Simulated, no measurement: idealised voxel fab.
Module name: voxel double patterning (process module)
Cross-sectional view cut (width: 285 nm; square cell size: 5 nm).
Throughout this document, each cross-section is represented as a grid of square cells and is presented as a sequence of bands enumerated from the top downward, where a band comprises one or more rows of cells. Within each band entry, the heights of the top and of the bottom of the band appear first, in that order and in nm; the materials of the band then follow from left to right, each with its corresponding width in nm. The designation "everywhere" on a single material indicates that it fills the band from edge to edge; the designation "air" indicates empty space. It should be noted that heights are counted from 0, beneath which the wafer as supplied is of one material throughout, and that the lowest band possesses no lower boundary but continues downward, as written in "top 0, no bottom". Width spec "30 to 40" -> top row of cells at first value, bottom row at second value, equal per-row change in between. Reading "stayed the same" for a step: not a cell of the cross-section changed in it. In the "Sealed void listing" entry, you get each enclosed empty space of 8 cells or more, one with no open way to the top, written width x height at distance, distance from the left edge, in nm. Past the settings on a step's line: simulator remark, on that step. If you see "overlay nm" on a step's line and that step has a mask, it's telling you how far right of where it was planned the mask ended up; a negative number means it went left instead.

### Steps in the process plan
1 RECEIVE: material Si
2 CONFORMAL_DEP: material SiO2, thk nm 5
3 DIRECTIONAL_DEP: material W, thk nm 10
4 DIRECTIONAL_DEP: material SiCN, thk nm 10
5 MASKED_ETCH: tone open, mask id FIRST, width nm 15, pitch nm 50, etch materials SiCN, depth nm 10, overlay nm 0
6 DIRECTIONAL_DEP: material aC, thk nm 15
7 PATTERN: tone open, mask id SECOND, material resist, width nm 15, thk nm 30, overlay nm 0
8 DIRECTIONAL_ETCH: etch materials aC, depth nm 15
9 STRIP: etch materials resist
10 DIRECTIONAL_ETCH: etch materials SiCN, depth nm 10
11 STRIP: etch materials aC
12 DIRECTIONAL_ETCH: etch materials W, depth nm 10
13 STRIP: etch materials SiCN

### What follows covers the first of two wafers; it ran as planned

### So this is the incoming wafer in cross-section - it's already been through step 1
> top 0, no bottom: Si everywhere
> Sealed void listing: none

### Wafer after step 2 (cross-section)
> top 5, bottom 0: SiO2 everywhere
> Unchanged below 0.

### Wafer after step 3 (cross-section)
> top 15, bottom 5: W everywhere
> Unchanged below 5.

### Wafer after step 4 (cross-section)
> top 25, bottom 15: SiCN everywhere
> Unchanged below 15.

### Wafer after step 5 (cross-section)
> top 25, bottom 15: SiCN (110), air (15), SiCN (35), air (15), SiCN (110)
> Unchanged below 15.

### Wafer after step 6 (cross-section)
> top 40, bottom 30: aC (110), air (15), aC (35), air (15), aC (110)
> top 30, bottom 25: aC everywhere
> top 25, bottom 15: SiCN (110), aC (15), SiCN (35), aC (15), SiCN (110)
> Unchanged below 15.

### Wafer after step 7 (cross-section)
> top 70, bottom 40: resist (135), air (15), resist (135)
> top 40, bottom 30: aC (110), resist (15), aC (35), resist (15), aC (110)
> Unchanged below 30.

### Wafer after step 8 (cross-section)
> top 55, bottom 40: resist (135), air (15), resist (135)
> top 40, bottom 30: aC (110), resist (15), aC (10), air (15), aC (10), resist (15), aC (110)
> top 30, bottom 25: aC (135), air (15), aC (135)
> Unchanged below 25.

### Wafer after step 9 (cross-section)
> top 40, bottom 30: aC (110), air (15), aC (10), air (15), aC (10), air (15), aC (110)
> Unchanged below 30.

### Wafer after step 10 (cross-section)
> top 40, bottom 30: aC (110), air (15), aC (10), air (15), aC (10), air (15), aC (110)
> top 30, bottom 25: aC (135), air (15), aC (135)
> top 25, bottom 15: SiCN (110), aC (15), SiCN (10), air (15), SiCN (10), aC (15), SiCN (110)
> Unchanged below 15.

### Wafer after step 11 (cross-section)
> top 25, bottom 15: SiCN (110), air (15), SiCN (10), air (15), SiCN (10), air (15), SiCN (110)
> Unchanged below 15.

### Wafer after step 12 (cross-section)
> top 25, bottom 15: SiCN (110), air (15), SiCN (10), air (15), SiCN (10), air (15), SiCN (110)
> top 15, bottom 5: W (110), air (15), W (10), air (15), W (10), air (15), W (110)
> Unchanged below 5.

### Wafer after step 13 (cross-section)
> top 15, bottom 5: W (110), air (15), W (10), air (15), W (10), air (15), W (110)
> Unchanged below 5.

### Wafer two. Same start, same plan, one slip in execution. Same as wafer one through step 4, inclusive

### Second wafer shown in cross-section at the time step 5 was slated to end
> top 25, bottom 15: SiCN (110), air (15), SiCN (35), air (15), SiCN (110)
> Unchanged below 15.

### Second wafer shown in cross-section at the time step 6 was slated to end
> top 40, bottom 30: aC (110), air (15), aC (35), air (15), aC (110)
> top 30, bottom 25: aC everywhere
> top 25, bottom 15: SiCN (110), aC (15), SiCN (35), aC (15), SiCN (110)
> Unchanged below 15.

### Second wafer shown in cross-section at the time step 7 was slated to end
> top 70, bottom 40: resist (135), air (15), resist (135)
> top 40, bottom 30: aC (110), resist (15), aC (35), resist (15), aC (110)
> Unchanged below 30.

### Second wafer shown in cross-section at the time step 8 was slated to end
> top 55, bottom 40: resist (135), air (15), resist (135)
> top 40, bottom 30: aC (110), resist (15), aC (10), air (15), aC (10), resist (15), aC (110)
> top 30, bottom 25: aC (135), air (15), aC (135)
> Unchanged below 25.

### Second wafer shown in cross-section at the time step 9 was slated to end
> top 40, bottom 30: aC (110), air (15), aC (10), air (15), aC (10), air (15), aC (110)
> Unchanged below 30.

### Second wafer shown in cross-section at the time step 10 was slated to end
> top 40, bottom 30: aC (110), air (15), aC (10), air (15), aC (10), air (15), aC (110)
> top 30, bottom 25: aC (135), air (15), aC (135)
> top 25, bottom 15: SiCN (110), aC (15), SiCN (10), air (15), SiCN (10), aC (15), SiCN (110)
> Unchanged below 15.

### Second wafer shown in cross-section at the time step 11 was slated to end
> top 25, bottom 15: SiCN (110), air (15), SiCN (10), air (15), SiCN (10), air (15), SiCN (110)
> Unchanged below 15.

### Second wafer shown in cross-section at the time step 12 was slated to end
> top 25, bottom 15: SiCN (110), air (15), SiCN (10), air (15), SiCN (10), air (15), SiCN (110)
> top 15, bottom 5: W (110), air (15), W (10), air (15), W (10), air (15), W (110)
> Unchanged below 5.

### Second wafer shown in cross-section at the time step 13 was slated to end
> top 15, bottom 5: W (110), air (15), W (10), air (15), W (10), air (15), W (110)
> Unchanged below 5.
What was the processing mistake? regarding the plan, step 5 was run twice
Result: same final cross-section on the two wafers, so no effect from the mistake in this model.
